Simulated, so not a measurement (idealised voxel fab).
process module | voxel self aligned contacts
cross-section cut | 155 nm wide | cells 5 nm
A cross-section is a grid of square cells, given in bands from the top down. A band is one or more rows of cells.
Each band's line starts with the height of the band's top and of its bottom, in nm. Then come its materials from left to right, each with its width in nm. One material with "throughout" fills the band from edge to edge. "air" is empty space.
Height 0 is the level under which the wafer as received is all one material. The lowest band goes on downwards, as in "0 down".
A width such as "30 to 40" changes by the same amount from each row of cells to the next, from the band's top row to its bottom row.
"no change" after a step means that no cell of the cross-section changed.
closed voids: empty space of 8 cells or more with no open way to the top, each as width x height at its distance from the left edge, in nm
after a step's settings: what the simulator itself notes on the step
overlay nm, on a step with a mask: how far to the right of its planned place the mask lay; to the left if negative
plan
1 op RECEIVE | material Si
2 op CONFORMAL_DEP | material SiO2 | thk nm 5
3 op DIRECTIONAL_DEP | material polySi | thk nm 20
4 op DIRECTIONAL_DEP | material SiN | thk nm 15
5 op PATTERN | tone cover | mask id GATE | material resist | width nm 30 | pitch nm 55 | thk nm 20 | overlay nm 0
6 op DIRECTIONAL_ETCH | etch materials SiN | depth nm 15
7 op DIRECTIONAL_ETCH | etch materials polySi | depth nm 20
8 op STRIP | etch materials resist
9 op CONFORMAL_DEP | material SiN | thk nm 5
10 op DIRECTIONAL_ETCH | etch materials SiN | depth nm 5
11 op FILL_DEP | material SiO2 | thk nm 10
12 op CMP | height nm 45
13 op DIRECTIONAL_DEP | material aC | thk nm 10
14 op PATTERN | tone open | mask id CONTACT | material resist | width nm 35 | thk nm 30 | overlay nm 0
15 op DIRECTIONAL_ETCH | etch materials aC | depth nm 10
16 op STRIP | etch materials resist
17 op DIRECTIONAL_ETCH | etch materials SiO2 | depth nm 45
18 op STRIP | etch materials aC
19 op CONFORMAL_DEP | material TiN | thk nm 5
20 op FILL_DEP | material W | thk nm 10
21 op CMP | height nm 45
22 op CONFORMAL_DEP | material SiCN | thk nm 5
as received, after step 1
  0 down: Si throughout
  closed voids: none
a wafer at the end: this start, this plan, one mistake
  50 to 45: SiCN throughout
  45 to 40: SiO2 60 | TiN 35 | SiO2 60
  40 to 25: SiO2 25 | SiN 50 | TiN 5 | SiN 50 | SiO2 25
  25 to 5: SiO2 25 | SiN 5 | polySi 40 | SiN 5 | TiN 5 | SiN 5 | polySi 40 | SiN 5 | SiO2 25
  5 to 0: SiO2 75 | TiN 5 | SiO2 75
  0 down: Si throughout
  closed voids: none
what went wrong: step 5 ran as: op PATTERN | tone cover | mask id GATE | material resist | width nm 40 | pitch nm 55 | thk nm 20 | overlay nm 0
